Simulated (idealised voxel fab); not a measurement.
Proc. module: voxel transistor to metal
Section shown: cut. Width: 275 nm. Cell size: 5 nm, square.
Cross-section = grid of square cells, listed top down in bands; band = one or more rows.
The entry gives the band's vertical extent as a top height and a bottom height in nm, then its horizontal make-up as materials from left to right, each with a width in nm. "blank" stands for empty space; a single material marked "edge to edge" fills the band edge to edge.
The reference from which all heights are counted is 0, the level beneath which the as-received wafer is entirely one material; the lowest band, having no lower bound, proceeds downward and is written after the example "top 0, no bottom".
Think of "30..40" as a width that walks from the first number to the second as you go down the band, top row to bottom row, taking equal-sized steps from row to row.
Step marked "stayed the same"? Then no cell in the cross-section changed in it.
"Enclosed void listing" contains a list of empty spaces, each no smaller than 8 cells and without an open way to the top, written in the form width x height at distance with the distance from the left edge and all three in nm.
Past the settings on a step's line: simulator remark, on that step.
overlay nm, on a step with a mask: how far to the right of its planned place the mask lay; to the left if negative
So the way this works: pairs, before and after one process step. The after picture only goes down to the lowest band that actually changed, nothing below. Step and its settings are under each pair. And watch out, pairs might come from different runs of this module, same starting wafer though, so a pair only follows on from the one above if its "Before the step" entry tells you so.

# Before the step
> top 55, bottom 40 | SiO2 45 nm, blank 25 nm, SiO2 25 nm, blank 25 nm, SiO2 35 nm, blank 25 nm, SiO2 25 nm, blank 25 nm, SiO2 45 nm
> top 40, bottom 35 | SiCN 75 nm, SiN 15 nm, SiCN 95 nm, SiN 15 nm, SiCN 75 nm
> top 35, bottom 30 | polySi 35 nm, SiCN 40 nm, SiN 15 nm, SiCN 40 nm, polySi 15 nm, SiCN 40 nm, SiN 15 nm, SiCN 40 nm, polySi 35 nm
> top 30, bottom 5 | polySi edge to edge
> top 5, bottom 0 | SiO2 35 nm, polySi 95 nm, SiO2 15 nm, polySi 95 nm, SiO2 35 nm
> top 0, bottom -5 | SiO2 edge to edge
> top -5, bottom -25 | SiO2 40 nm, Si 85 nm, SiO2 25 nm, Si 85 nm, SiO2 40 nm
> top -25, no bottom | Si edge to edge
> Enclosed void listing: none

# after
> top 60, bottom 55 | TiN 50 nm, blank 15 nm, TiN 35 nm, blank 15 nm, TiN 45 nm, blank 15 nm, TiN 35 nm, blank 15 nm, TiN 50 nm
> top 55, bottom 45 | SiO2 45 nm, TiN 5 nm, blank 15 nm, TiN 5 nm, SiO2 25 nm, TiN 5 nm, blank 15 nm, TiN 5 nm, SiO2 35 nm, TiN 5 nm, blank 15 nm, TiN 5 nm, SiO2 25 nm, TiN 5 nm, blank 15 nm, TiN 5 nm, SiO2 45 nm
> top 45, bottom 40 | SiO2 45 nm, TiN 25 nm, SiO2 25 nm, TiN 25 nm, SiO2 35 nm, TiN 25 nm, SiO2 25 nm, TiN 25 nm, SiO2 45 nm
> For the remainder of the cross-section, below 40, there is no change.
> Enclosed void listing: none
Step, before to after (see cross-sections above): CONFORMAL_DEP (material TiN; thk nm 5)

Before the step: unchanged from the after cross-section in the pair immediately above; refer to that figure.

# after
> top 65, bottom 60 | W edge to edge
> top 60, bottom 55 | TiN 50 nm, W 15 nm, TiN 35 nm, W 15 nm, TiN 45 nm, W 15 nm, TiN 35 nm, W 15 nm, TiN 50 nm
> top 55, bottom 45 | SiO2 45 nm, TiN 5 nm, W 15 nm, TiN 5 nm, SiO2 25 nm, TiN 5 nm, W 15 nm, TiN 5 nm, SiO2 35 nm, TiN 5 nm, W 15 nm, TiN 5 nm, SiO2 25 nm, TiN 5 nm, W 15 nm, TiN 5 nm, SiO2 45 nm
> For the remainder of the cross-section, below 45, there is no change.
> Enclosed void listing: none
Step, before to after (see cross-sections above): FILL_DEP (material W; thk nm 5)

Before the step: unchanged from the after cross-section in the pair immediately above; refer to that figure.

# after
> top 55, bottom 45 | SiO2 45 nm, TiN 5 nm, W 15 nm, TiN 5 nm, SiO2 25 nm, TiN 5 nm, W 15 nm, TiN 5 nm, SiO2 35 nm, TiN 5 nm, W 15 nm, TiN 5 nm, SiO2 25 nm, TiN 5 nm, W 15 nm, TiN 5 nm, SiO2 45 nm
> For the remainder of the cross-section, below 45, there is no change.
> Enclosed void listing: none
Step, before to after (see cross-sections above): CMP (height nm 55)

Before the step: unchanged from the after cross-section in the pair immediately above; refer to that figure.

# after
> top 60, bottom 55 | TiN edge to edge
> For the remainder of the cross-section, below 55, there is no change.
> Enclosed void listing: none
Step, before to after (see cross-sections above): DIRECTIONAL_DEP (material TiN; thk nm 5)

Before the step: unchanged from the after cross-section in the pair immediately above; refer to that figure.

# after
> top 85, bottom 60 | Ru edge to edge
> For the remainder of the cross-section, below 60, there is no change.
> Enclosed void listing: none
Step, before to after (see cross-sections above): DIRECTIONAL_DEP (material Ru; thk nm 25)

Before the step: unchanged from the after cross-section in the pair immediately above; refer to that figure.

# after
> top 85, bottom 60 | blank 45 nm, Ru 15 nm, blank 45 nm, Ru 15 nm, blank 35 nm, Ru 15 nm, blank 45 nm, Ru 15 nm, blank 45 nm
> For the remainder of the cross-section, below 60, there is no change.
> Enclosed void listing: none
Step, before to after (see cross-sections above): MASKED_ETCH (tone cover; mask id METAL_1; width nm 15; etch materials Ru; depth nm 25; overlay nm 0)

Before the step: unchanged from the after cross-section in the pair immediately above; refer to that figure.

# after
> top 85, bottom 60 | blank 45 nm, Ru 15 nm, blank 45 nm, Ru 15 nm, blank 35 nm, Ru 15 nm, blank 45 nm, Ru 15 nm, blank 45 nm
> top 60, bottom 55 | blank 45 nm, TiN 15 nm, blank 45 nm, TiN 15 nm, blank 35 nm, TiN 15 nm, blank 45 nm, TiN 15 nm, blank 45 nm
> For the remainder of the cross-section, below 55, there is no change.
> Enclosed void listing: none
Step, before to after (see cross-sections above): MASKED_ETCH (tone cover; mask id METAL_1; width nm 15; etch materials TiN; depth nm 5; overlay nm 0)

Before the step: unchanged from the after cross-section in the pair immediately above; refer to that figure.

# after
> top 90, bottom 85 | blank 40 nm, SiCN 25 nm, blank 35 nm, SiCN 25 nm, blank 25 nm, SiCN 25 nm, blank 35 nm, SiCN 25 nm, blank 40 nm
> top 85, bottom 60 | blank 40 nm, SiCN 5 nm, Ru 15 nm, SiCN 5 nm, blank 35 nm, SiCN 5 nm, Ru 15 nm, SiCN 5 nm, blank 25 nm, SiCN 5 nm, Ru 15 nm, SiCN 5 nm, blank 35 nm, SiCN 5 nm, Ru 15 nm, SiCN 5 nm, blank 40 nm
> top 60, bottom 55 | SiCN 45 nm, TiN 15 nm, SiCN 45 nm, TiN 15 nm, SiCN 35 nm, TiN 15 nm, SiCN 45 nm, TiN 15 nm, SiCN 45 nm
> For the remainder of the cross-section, below 55, there is no change.
> Enclosed void listing: none
Step, before to after (see cross-sections above): CONFORMAL_DEP (material SiCN; thk nm 5)

Before the step: unchanged from the after cross-section in the pair immediately above; refer to that figure.

# after
> top 95, bottom 90 | SiO2 edge to edge
> top 90, bottom 85 | SiO2 40 nm, SiCN 25 nm, SiO2 35 nm, SiCN 25 nm, SiO2 25 nm, SiCN 25 nm, SiO2 35 nm, SiCN 25 nm, SiO2 40 nm
> top 85, bottom 60 | SiO2 40 nm, SiCN 5 nm, Ru 15 nm, SiCN 5 nm, SiO2 35 nm, SiCN 5 nm, Ru 15 nm, SiCN 5 nm, SiO2 25 nm, SiCN 5 nm, Ru 15 nm, SiCN 5 nm, SiO2 35 nm, SiCN 5 nm, Ru 15 nm, SiCN 5 nm, SiO2 40 nm
> For the remainder of the cross-section, below 60, there is no change.
> Enclosed void listing: none
Step, before to after (see cross-sections above): FILL_DEP (material SiO2; thk nm 5)

Before the step: unchanged from the after cross-section in the pair immediately above; refer to that figure.

# after
> top 85, bottom 60 | SiO2 40 nm, SiCN 5 nm, Ru 15 nm, SiCN 5 nm, SiO2 35 nm, SiCN 5 nm, Ru 15 nm, SiCN 5 nm, SiO2 25 nm, SiCN 5 nm, Ru 15 nm, SiCN 5 nm, SiO2 35 nm, SiCN 5 nm, Ru 15 nm, SiCN 5 nm, SiO2 40 nm
> For the remainder of the cross-section, below 60, there is no change.
> Enclosed void listing: none
Step, before to after (see cross-sections above): CMP (height nm 85)

Before the step: unchanged from the after cross-section in the pair immediately above; refer to that figure.

# after
> top 90, bottom 85 | SiCN edge to edge
> For the remainder of the cross-section, below 85, there is no change.
> Enclosed void listing: none
Step, before to after (see cross-sections above): CONFORMAL_DEP (material SiCN; thk nm 5)

Before the step: unchanged from the after cross-section in the pair immediately above; refer to that figure.

# after
> top 120, bottom 90 | SiO2 edge to edge
> For the remainder of the cross-section, below 90, there is no change.
> Enclosed void listing: none
Step, before to after (see cross-sections above): DIRECTIONAL_DEP (material SiO2; thk nm 30)

Before the step: unchanged from the after cross-section in the pair immediately above; refer to that figure.

# after
> top 135, bottom 120 | aC edge to edge
> For the remainder of the cross-section, below 120, there is no change.
> Enclosed void listing: none
Step, before to after (see cross-sections above): DIRECTIONAL_DEP (material aC; thk nm 15)

Before the step: unchanged from the after cross-section in the pair immediately above; refer to that figure.

# after
> top 165, bottom 135 | resist 45 nm, blank 15 nm, resist 95 nm, blank 15 nm, resist 105 nm
> For the remainder of the cross-section, below 135, there is no change.
> Enclosed void listing: none
Step, before to after (see cross-sections above): PATTERN (tone open; mask id METAL_2; material resist; width nm 15; pitch nm 110; thk nm 30; overlay nm 0)

Before the step: unchanged from the after cross-section in the pair immediately above; refer to that figure.

# after
> top 150, bottom 135 | resist 45 nm, blank 15 nm, resist 95 nm, blank 15 nm, resist 105 nm
> top 135, bottom 120 | aC 45 nm, blank 15 nm, aC 95 nm, blank 15 nm, aC 105 nm
> For the remainder of the cross-section, below 120, there is no change.
> Enclosed void listing: none
Step, before to after (see cross-sections above): DIRECTIONAL_ETCH (etch materials aC; depth nm 15)

Before the step: unchanged from the after cross-section in the pair immediately above; refer to that figure.

# after
> top 135, bottom 120 | aC 45 nm, blank 15 nm, aC 95 nm, blank 15 nm, aC 105 nm
> For the remainder of the cross-section, below 120, there is no change.
> Enclosed void listing: none
Step, before to after (see cross-sections above): STRIP (etch materials resist)

Before the step: unchanged from the after cross-section in the pair immediately above; refer to that figure.

# after
> top 135, bottom 120 | aC 45 nm, blank 15 nm, aC 95 nm, blank 15 nm, aC 105 nm
> top 120, bottom 105 | SiO2 45 nm, blank 15 nm, SiO2 95 nm, blank 15 nm, SiO2 105 nm
> For the remainder of the cross-section, below 105, there is no change.
> Enclosed void listing: none
Step, before to after (see cross-sections above): DIRECTIONAL_ETCH (etch materials SiO2; depth nm 15)

Before the step: unchanged from the after cross-section in the pair immediately above; refer to that figure.

# after
> top 120, bottom 105 | SiO2 45 nm, blank 15 nm, SiO2 95 nm, blank 15 nm, SiO2 105 nm
> For the remainder of the cross-section, below 105, there is no change.
> Enclosed void listing: none
Step, before to after (see cross-sections above): STRIP (etch materials aC)

Before the step: unchanged from the after cross-section in the pair immediately above; refer to that figure.

# after
> top 135, bottom 120 | aC 45 nm, blank 15 nm, aC 95 nm, blank 15 nm, aC 105 nm
> top 120, bottom 105 | SiO2 45 nm, aC 15 nm, SiO2 95 nm, aC 15 nm, SiO2 105 nm
> For the remainder of the cross-section, below 105, there is no change.
> Enclosed void listing: none
Step, before to after (see cross-sections above): DIRECTIONAL_DEP (material aC; thk nm 15)

Before the step: unchanged from the after cross-section in the pair immediately above; refer to that figure.

# after
> top 170, bottom 135 | resist 45 nm, blank 15 nm, resist 95 nm, blank 15 nm, resist 105 nm
> For the remainder of the cross-section, below 135, there is no change.
> Enclosed void listing: none
Step, before to after (see cross-sections above): PATTERN (tone open; mask id METAL_2_HOLES; material resist; width nm 15; pitch nm 110; thk nm 35; overlay nm 0)

Before the step: unchanged from the after cross-section in the pair immediately above; refer to that figure.

# after
> top 155, bottom 135 | resist 45 nm, blank 15 nm, resist 95 nm, blank 15 nm, resist 105 nm
> top 135, bottom 120 | aC 45 nm, blank 15 nm, aC 95 nm, blank 15 nm, aC 105 nm
> top 120, bottom 105 | SiO2 45 nm, blank 15 nm, SiO2 95 nm, blank 15 nm, SiO2 105 nm
> For the remainder of the cross-section, below 105, there is no change.
> Enclosed void listing: none
Step, before to after (see cross-sections above): DIRECTIONAL_ETCH (etch materials aC; depth nm 15)

Before the step: unchanged from the after cross-section in the pair immediately above; refer to that figure.

# after
> top 135, bottom 120 | aC 45 nm, blank 15 nm, aC 95 nm, blank 15 nm, aC 105 nm
> For the remainder of the cross-section, below 120, there is no change.
> Enclosed void listing: none
Step, before to after (see cross-sections above): STRIP (etch materials resist)

Before the step: unchanged from the after cross-section in the pair immediately above; refer to that figure.

# after
> top 135, bottom 120 | aC 45 nm, blank 15 nm, aC 95 nm, blank 15 nm, aC 105 nm
> top 120, bottom 90 | SiO2 45 nm, blank 15 nm, SiO2 95 nm, blank 15 nm, SiO2 105 nm
> For the remainder of the cross-section, below 90, there is no change.
> Enclosed void listing: none
Step, before to after (see cross-sections above): DIRECTIONAL_ETCH (etch materials SiO2; depth nm 15)

Before the step: unchanged from the after cross-section in the pair immediately above; refer to that figure.

# after
> top 135, bottom 120 | aC 45 nm, blank 15 nm, aC 95 nm, blank 15 nm, aC 105 nm
> top 120, bottom 90 | SiO2 45 nm, blank 15 nm, SiO2 95 nm, blank 15 nm, SiO2 105 nm
> top 90, bottom 85 | SiCN 45 nm, blank 15 nm, SiCN 95 nm, blank 15 nm, SiCN 105 nm
> For the remainder of the cross-section, below 85, there is no change.
> Enclosed void listing: none
Step, before to after (see cross-sections above): DIRECTIONAL_ETCH (etch materials SiCN; depth nm 5)

Before the step: unchanged from the after cross-section in the pair immediately above; refer to that figure.

# after
> top 120, bottom 90 | SiO2 45 nm, blank 15 nm, SiO2 95 nm, blank 15 nm, SiO2 105 nm
> For the remainder of the cross-section, below 90, there is no change.
> Enclosed void listing: none
Step, before to after (see cross-sections above): STRIP (etch materials aC)

Before the step: unchanged from the after cross-section in the pair immediately above; refer to that figure.

# after
> top 125, bottom 120 | TiN 50 nm, blank 5 nm, TiN 105 nm, blank 5 nm, TiN 110 nm
> top 120, bottom 90 | SiO2 45 nm, TiN 5 nm, blank 5 nm, TiN 5 nm, SiO2 95 nm, TiN 5 nm, blank 5 nm, TiN 5 nm, SiO2 105 nm
> top 90, bottom 85 | SiCN 45 nm, TiN 15 nm, SiCN 95 nm, TiN 15 nm, SiCN 105 nm
> For the remainder of the cross-section, below 85, there is no change.
> Enclosed void listing: none
Step, before to after (see cross-sections above): CONFORMAL_DEP (material TiN; thk nm 5)

Before the step: unchanged from the after cross-section in the pair immediately above; refer to that figure.

# after
> top 130, bottom 125 | Ru edge to edge
> top 125, bottom 120 | TiN 50 nm, Ru 5 nm, TiN 105 nm, Ru 5 nm, TiN 110 nm
> top 120, bottom 90 | SiO2 45 nm, TiN 5 nm, Ru 5 nm, TiN 5 nm, SiO2 95 nm, TiN 5 nm, Ru 5 nm, TiN 5 nm, SiO2 105 nm
> For the remainder of the cross-section, below 90, there is no change.
> Enclosed void listing: none
Step, before to after (see cross-sections above): FILL_DEP (material Ru; thk nm 5)

Before the step: unchanged from the after cross-section in the pair immediately above; refer to that figure.

# after
> top 120, bottom 90 | SiO2 45 nm, TiN 5 nm, Ru 5 nm, TiN 5 nm, SiO2 95 nm, TiN 5 nm, Ru 5 nm, TiN 5 nm, SiO2 105 nm
> For the remainder of the cross-section, below 90, there is no change.
> Enclosed void listing: none
Step, before to after (see cross-sections above): CMP (height nm 120)

Before the step: unchanged from the after cross-section in the pair immediately above; refer to that figure.

# after
> top 125, bottom 120 | SiCN edge to edge
> For the remainder of the cross-section, below 120, there is no change.
> Enclosed void listing: none
Step, before to after (see cross-sections above): CONFORMAL_DEP (material SiCN; thk nm 5)
